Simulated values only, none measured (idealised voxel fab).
voxel tone inversion: a process module
Square cell edge 5 nm, section width 205 nm, ID cut.
Cross-sections here: square-cell grids, written as top-down lists of bands, a band being one or more rows of cells.
Band entry format. Leading values: height of top, height of bottom, nm. Remainder: materials in left-to-right order, each with its width in nm. Special words: "all across" on a single material, which then fills the band edge to edge; "air", empty space.
For the purposes of this specification, 0 denotes the height below which the wafer in its as-received condition is composed wholly of one material, and the lowermost band, lacking a lower limit, extends downward without end, as expressed in "from 0 down".
Top row gets the first number, bottom row gets the second, and each row in between changes by the same step: that is how a band width like "30..40" works.
For the purposes of this document, the phrase "nothing got changed" attached to a step denotes that no cell within the cross-section was modified by that step.
Listed in "Cavities, sealed": every empty space of 8 or more cells without an open way to the top. Form: width x height at distance, the distance being from the left edge, all in nm.
The remark found on a step's line after its settings is issued by the simulator itself and pertains to that step.
"overlay nm" answers the question of how far to the right of plan the mask lay on a step that has a mask, and when it is negative the answer is to the left.

[Process steps (planned)]
1,RECEIVE (material Si)
2,CONFORMAL_DEP (material SiCN; thk nm 10)
3,DIRECTIONAL_DEP (material aC; thk nm 15)
4,PATTERN (tone cover; mask id POSTS; material resist; width nm 25; pitch nm 45; thk nm 20; overlay nm 0)
5,DIRECTIONAL_ETCH (etch materials aC; depth nm 15)
6,STRIP (etch materials resist)
7,FILL_DEP (material SiO2; thk nm 10)
8,CMP (height nm 25)
9,STRIP (etch materials aC)

[On the first of the two wafers: run conducted according to plan]

[Delivered wafer in cross-section: state after step 1]
- from 0 down | Si all across
- Cavities, sealed: none

[The following cross-section depicts the wafer upon completion of step 2]
- from 10 to 0 | SiCN all across
- For the remainder of the cross-section, below 0, there is no change.

[The following cross-section depicts the wafer upon completion of step 3]
- from 25 to 10 | aC all across
- For the remainder of the cross-section, below 10, there is no change.

[The following cross-section depicts the wafer upon completion of step 4]
- from 45 to 25 | air=20; resist=25; air=20; resist=25; air=20; resist=25; air=20; resist=25; air=25
- For the remainder of the cross-section, below 25, there is no change.

[The following cross-section depicts the wafer upon completion of step 5]
- from 30 to 25 | air=20; resist=25; air=20; resist=25; air=20; resist=25; air=20; resist=25; air=25
- from 25 to 10 | air=20; aC=25; air=20; aC=25; air=20; aC=25; air=20; aC=25; air=25
- For the remainder of the cross-section, below 10, there is no change.

[The following cross-section depicts the wafer upon completion of step 6]
- from 25 to 10 | air=20; aC=25; air=20; aC=25; air=20; aC=25; air=20; aC=25; air=25
- For the remainder of the cross-section, below 10, there is no change.

[The following cross-section depicts the wafer upon completion of step 7]
- from 35 to 25 | SiO2 all across
- from 25 to 10 | SiO2=20; aC=25; SiO2=20; aC=25; SiO2=20; aC=25; SiO2=20; aC=25; SiO2=25
- For the remainder of the cross-section, below 10, there is no change.

[The following cross-section depicts the wafer upon completion of step 8]
- from 25 to 10 | SiO2=20; aC=25; SiO2=20; aC=25; SiO2=20; aC=25; SiO2=20; aC=25; SiO2=25
- For the remainder of the cross-section, below 10, there is no change.

[The following cross-section depicts the wafer upon completion of step 9]
- from 25 to 10 | SiO2=20; air=25; SiO2=20; air=25; SiO2=20; air=25; SiO2=20; air=25; SiO2=25
- For the remainder of the cross-section, below 10, there is no change.

[Wafer two of the pair: same origin, same plan, one error during the run; identical to wafer one up to and including step 3]

[Cross-sectional view of the second wafer at the intended end time of process step 4]
- from 45 to 25 | air=30; resist=25; air=20; resist=25; air=20; resist=25; air=20; resist=25; air=15
- For the remainder of the cross-section, below 25, there is no change.

[Cross-sectional view of the second wafer at the intended end time of process step 5]
- from 30 to 25 | air=30; resist=25; air=20; resist=25; air=20; resist=25; air=20; resist=25; air=15
- from 25 to 10 | air=30; aC=25; air=20; aC=25; air=20; aC=25; air=20; aC=25; air=15
- For the remainder of the cross-section, below 10, there is no change.

[Cross-sectional view of the second wafer at the intended end time of process step 6]
- from 25 to 10 | air=30; aC=25; air=20; aC=25; air=20; aC=25; air=20; aC=25; air=15
- For the remainder of the cross-section, below 10, there is no change.

[Cross-sectional view of the second wafer at the intended end time of process step 7]
- from 35 to 25 | SiO2 all across
- from 25 to 10 | SiO2=30; aC=25; SiO2=20; aC=25; SiO2=20; aC=25; SiO2=20; aC=25; SiO2=15
- For the remainder of the cross-section, below 10, there is no change.

[Cross-sectional view of the second wafer at the intended end time of process step 8]
- from 25 to 10 | SiO2=30; aC=25; SiO2=20; aC=25; SiO2=20; aC=25; SiO2=20; aC=25; SiO2=15
- For the remainder of the cross-section, below 10, there is no change.

[Cross-sectional view of the second wafer at the intended end time of process step 9]
- from 25 to 10 | SiO2=30; air=25; SiO2=20; air=25; SiO2=20; air=25; SiO2=20; air=25; SiO2=15
- For the remainder of the cross-section, below 10, there is no change.
What was done differently from what was planned? step 4 deviated from plan and actually ran as PATTERN (tone cover; mask id POSTS; material resist; width nm 25; pitch nm 45; thk nm 20; overlay nm 10)
Both wafers, final: cells per material equal; arrangement not.
